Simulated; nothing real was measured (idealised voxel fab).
The following process module bears the name voxel plated lines.
It is cross-section cut that appears here, measuring 180 nm in width, its square cells being 5 nm in size.
Bands, listed from the top down, are how a cross-section gets written in this document; the cross-section itself is a grid of square cells, and a band is one or more rows of them.
The band entry comprises the height of the band's top followed by the height of its bottom, expressed in nm, and subsequently the band's materials from left to right, each stated together with its width in nm. Where a single material is marked with the word "full width", that material fills the band from edge to edge. The word "air" represents empty space.
It should be noted that heights are counted from 0, beneath which the wafer as supplied is of one material throughout, and that the lowest band possesses no lower boundary but continues downward, as written in "0..down".
Width: "30->40" (first number = top row, second number = bottom row, same change from row to row of cells).
No cell of the cross-section changed in a step that is given as "no change".
Entry "Listed closed voids". Content: empty spaces with no open connection to the top, size 8 cells or greater. Each: width x height at distance. Distance: from left edge. Unit: nm.
Heads up: the bit after the settings on a step's line is the simulator's remark on that step.
overlay nm: where the mask lay relative to plan, measured to the right, on steps with a mask; negatives go left.

THE FOLLOWING LIST GIVES THE PLANNED PROCESS STEPS
1: RECEIVE, material Si
2: CONFORMAL_DEP, material SiO2, thk nm 15
3: DIRECTIONAL_DEP, material TiN, thk nm 5
4: PATTERN, tone open, mask id LINES, material resist, width nm 15, pitch nm 30, thk nm 20, overlay nm 0
5: EPI, material Ru, thk nm 5
6: STRIP, etch materials resist
7: DIRECTIONAL_ETCH, etch materials TiN, depth nm 5
8: CONFORMAL_DEP, material SiO2, thk nm 5

CROSS-SECTION, INCOMING MATERIAL, AFTER STEP 1
  0..down | Si full width
  Listed closed voids: none

CROSS-SECTIONAL IMAGE OF THE FIRST OF TWO WAFERS AT THE END OF THE MODULE, THE RUN HAVING PROCEEDED AS PLANNED
  30..25 | 60 air / 25 SiO2 / 5 air / 25 SiO2 / 65 air
  25..20 | 60 air / 5 SiO2 / 15 Ru / 5 SiO2 / 5 air / 5 SiO2 / 15 Ru / 5 SiO2 / 65 air
  20..15 | 65 SiO2 / 15 TiN / 15 SiO2 / 15 TiN / 70 SiO2
  15..0 | SiO2 full width
  0..down | Si full width
  Listed closed voids: none

WAFER TWO, SECTIONED AFTER THE MODULE: THE FIRST WAFER'S START, THE FIRST WAFER'S PLAN, AND ONE MISTAKE IN HOW IT WAS RUN
  30..25 | 70 SiO2 / 5 air / 25 SiO2 / 5 air / 75 SiO2
  25..20 | 65 Ru / 5 SiO2 / 5 air / 5 SiO2 / 15 Ru / 5 SiO2 / 5 air / 5 SiO2 / 70 Ru
  20..15 | 65 TiN / 15 SiO2 / 15 TiN / 15 SiO2 / 70 TiN
  15..0 | SiO2 full width
  0..down | Si full width
  Listed closed voids: none
What went wrong in running the wafer? step 4 ran differently from the plan; actual operation with settings: PATTERN, tone cover, mask id LINES, material resist, width nm 15, pitch nm 30, thk nm 20, overlay nm 0
End of process, cell counts, second wafer against first, materials with more or fewer: 24 more of Ru, 24 more of TiN
